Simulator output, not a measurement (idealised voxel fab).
This section sets out a process module, namely voxel released beams.
Section shown: cut. Width: 280 nm. Cell size: 5 nm, square.
When this document writes out a cross-section, it uses a grid of square cells and lists it as bands, beginning at the top and moving down, with a band standing for one or more rows of cells.
The band entry comprises the height of the band's top followed by the height of its bottom, expressed in nm, and subsequently the band's materials from left to right, each stated together with its width in nm. Where a single material is marked with the word "everywhere", that material fills the band from edge to edge. The word "air" represents empty space.
Counting heights begins at 0, where everything beneath is, in the wafer as received, one material. The lowest band has no bottom; it goes on downwards, as "0 nm and below" shows.
A width such as "30 to 40" changes by the same amount from each row of cells to the next, from the band's top row to its bottom row.
The designation "everything unchanged", where it is given for a processing step, indicates that no cell of the cross-section was altered in the course of that step.
Empty spaces counting at least 8 cells and having no open way to the top are listed in "Enclosed internal cavities". The notation width x height at distance is used for each, the distance being from the left edge and all three values in nm.
Read whatever lies past the settings on a step's line as the simulator's own remark about the step.
overlay nm: mask offset rightward from planned place, masked step; negative means leftward offset.

## Process steps foreseen in the plan
1) RECEIVE [material Si]
2) CONFORMAL_DEP [material Al2O3] [thk nm 10]
3) DIRECTIONAL_DEP [material SiO2] [thk nm 15]
4) DIRECTIONAL_DEP [material aC] [thk nm 15]
5) PATTERN [tone open] [mask id ANCHOR] [material resist] [width nm 40] [thk nm 30] [overlay nm 0]
6) DIRECTIONAL_ETCH [etch materials aC] [depth nm 15]
7) STRIP [etch materials resist]
8) DIRECTIONAL_ETCH [etch materials SiO2] [depth nm 15]
9) STRIP [etch materials aC]
10) CONFORMAL_DEP [material SiN] [thk nm 15]
11) DIRECTIONAL_DEP [material aC] [thk nm 15]
12) PATTERN [tone cover] [mask id BEAM] [material resist] [width nm 110] [thk nm 35] [overlay nm 0]
13) DIRECTIONAL_ETCH [etch materials aC] [depth nm 15]
14) STRIP [etch materials resist]
15) DIRECTIONAL_ETCH [etch materials SiN] [depth nm 15]
16) STRIP [etch materials aC]
17) STRIP [etch materials SiO2]

## Cross-section, incoming material, after step 1
    0 nm and below  Si everywhere
    Enclosed internal cavities: none

## End-of-module cross-section. Starting structure and process plan as above; one mistake made in running it
    55 nm to 40 nm  air (80)  SiN (110)  air (90)
    40 nm to 25 nm  SiN everywhere
    25 nm to 10 nm  SiO2 (85)  SiN (40)  SiO2 (155)
    10 nm to 0 nm  Al2O3 everywhere
    0 nm and below  Si everywhere
    Enclosed internal cavities: none
Error vs. plan: step 10 from the plan got run twice
